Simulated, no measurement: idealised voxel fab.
process module | voxel fin reveal
cross-section cut | 185 nm wide | cells 5 nm
A cross-section is a grid of square cells, given in bands from the top down. A band is one or more rows of cells.
Each band's line starts with the height of the band's top and of its bottom, in nm. Then come its materials from left to right, each with its width in nm. One material with "throughout" fills the band from edge to edge. "air" is empty space.
Height 0 is the level under which the wafer as received is all one material. The lowest band goes on downwards, as in "0 down".
A width such as "30 to 40" changes by the same amount from each row of cells to the next, from the band's top row to its bottom row.
"no change" after a step means that no cell of the cross-section changed.
closed voids: empty space of 8 cells or more with no open way to the top, each as width x height at its distance from the left edge, in nm
after a step's settings: what the simulator itself notes on the step
overlay nm, on a step with a mask: how far to the right of its planned place the mask lay; to the left if negative
plan
1 op RECEIVE | material Si
2 op CONFORMAL_DEP | material SiN | thk nm 5
3 op PATTERN | tone cover | mask id FINS | material resist | width nm 15 | pitch nm 40 | thk nm 15 | overlay nm 0
4 op DIRECTIONAL_ETCH | etch materials SiN | depth nm 5
5 op DIRECTIONAL_ETCH | etch materials Si | depth nm 40
6 op STRIP | etch materials resist
7 op OXIDIZE | depth nm 5
8 op FILL_DEP | material SiO2 | thk nm 5
9 op CMP | height nm 5
10 op SELECTIVE_ETCH | etch materials SiO2 | depth nm 35
11 op STRIP | etch materials SiN
as received, after step 1
  0 down: Si throughout
  closed voids: none
first wafer at the end, as planned
  0 to -30: air 50 | Si 5 | air 35 | Si 5 | air 35 | Si 5 | air 50
  -30 to -45: SiO2 50 | Si 5 | SiO2 35 | Si 5 | SiO2 35 | Si 5 | SiO2 50
  -45 down: Si throughout
  closed voids: none
second wafer at the end: like start, like plan, one mistake
  0 to -30: air 45 | Si 15 | air 25 | Si 15 | air 25 | Si 15 | air 45
  -30 to -45: SiO2 45 | Si 15 | SiO2 25 | Si 15 | SiO2 25 | Si 15 | SiO2 45
  -45 down: Si throughout
  closed voids: none
what went wrong: step 3 ran as: op PATTERN | tone cover | mask id FINS | material resist | width nm 25 | pitch nm 40 | thk nm 15 | overlay nm 0
at the end the second wafer has, in cells: 54 more of Si | 18 fewer of SiO2
